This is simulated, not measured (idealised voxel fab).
Process module under the name voxel released beams
Section shown: cut. Width: 250 nm. Cell size: 5 nm, square.
Each cross-section below is a grid of square cells, stated as bands in top-down order, with one or more rows of cells making up each band. The band entry comprises the height of the band's top followed by the height of its bottom, expressed in nm, and subsequently the band's materials from left to right, each stated together with its width in nm. Where a single material is marked with the word "edge to edge", that material fills the band from edge to edge. The word "empty" represents empty space. Heights are measured from 0, the level below which the as-received wafer is all one material; the lowest band has no bottom and continues downward, written as in "top 0, no bottom". The notation "30->40" denotes a width that varies across the rows of cells in the band, beginning at the first number in the top row, finishing at the second number in the bottom row, and changing by an identical amount from each row to the next. What does "remained unchanged" mean for a step? It means no cell of the cross-section changed in that step. Reported under the label "Enclosed internal voids" are the empty spaces having no open way to the top and comprising 8 cells or more; the notation for each is width x height at distance, in which the distance is measured from the left edge and all three values are in nm. after a step's settings: what the simulator itself notes on the step. "overlay nm" denotes, for a step that has a mask, the displacement of the mask to the right of its planned place, with negative values corresponding to the left.
**Below is the list of planned process steps**
1: RECEIVE [material Si]
2: CONFORMAL_DEP [material SiN] [thk nm 5]
3: DIRECTIONAL_DEP [material SiO2] [thk nm 20]
4: PATTERN [tone open] [mask id ANCHOR] [material resist] [width nm 45] [thk nm 15] [overlay nm 0]
5: DIRECTIONAL_ETCH [etch materials SiO2] [depth nm 20]
6: STRIP [etch materials resist]
7: CONFORMAL_DEP [material TiN] [thk nm 15]
8: MASKED_ETCH [tone cover] [mask id BEAM] [width nm 130] [etch materials TiN] [depth nm 15] [overlay nm 0]
9: STRIP [etch materials SiO2]
**Wafer cross-section on receipt, i.e. after step 1**
top 0, no bottom  Si edge to edge
Enclosed internal voids: none
**Here's the wafer cut in cross-section after the module, started and planned just like above, except one thing was done wrong in the run**
top 25, bottom 5  empty (60), then TiN (15), then empty (15), then TiN (15), then empty (145)
top 5, bottom 0  SiN edge to edge
top 0, no bottom  Si edge to edge
Enclosed internal voids: none
Nonconformance to the process plan: step 8 ran as: MASKED_ETCH [tone open] [mask id BEAM] [width nm 130] [etch materials TiN] [depth nm 15] [overlay nm 0]
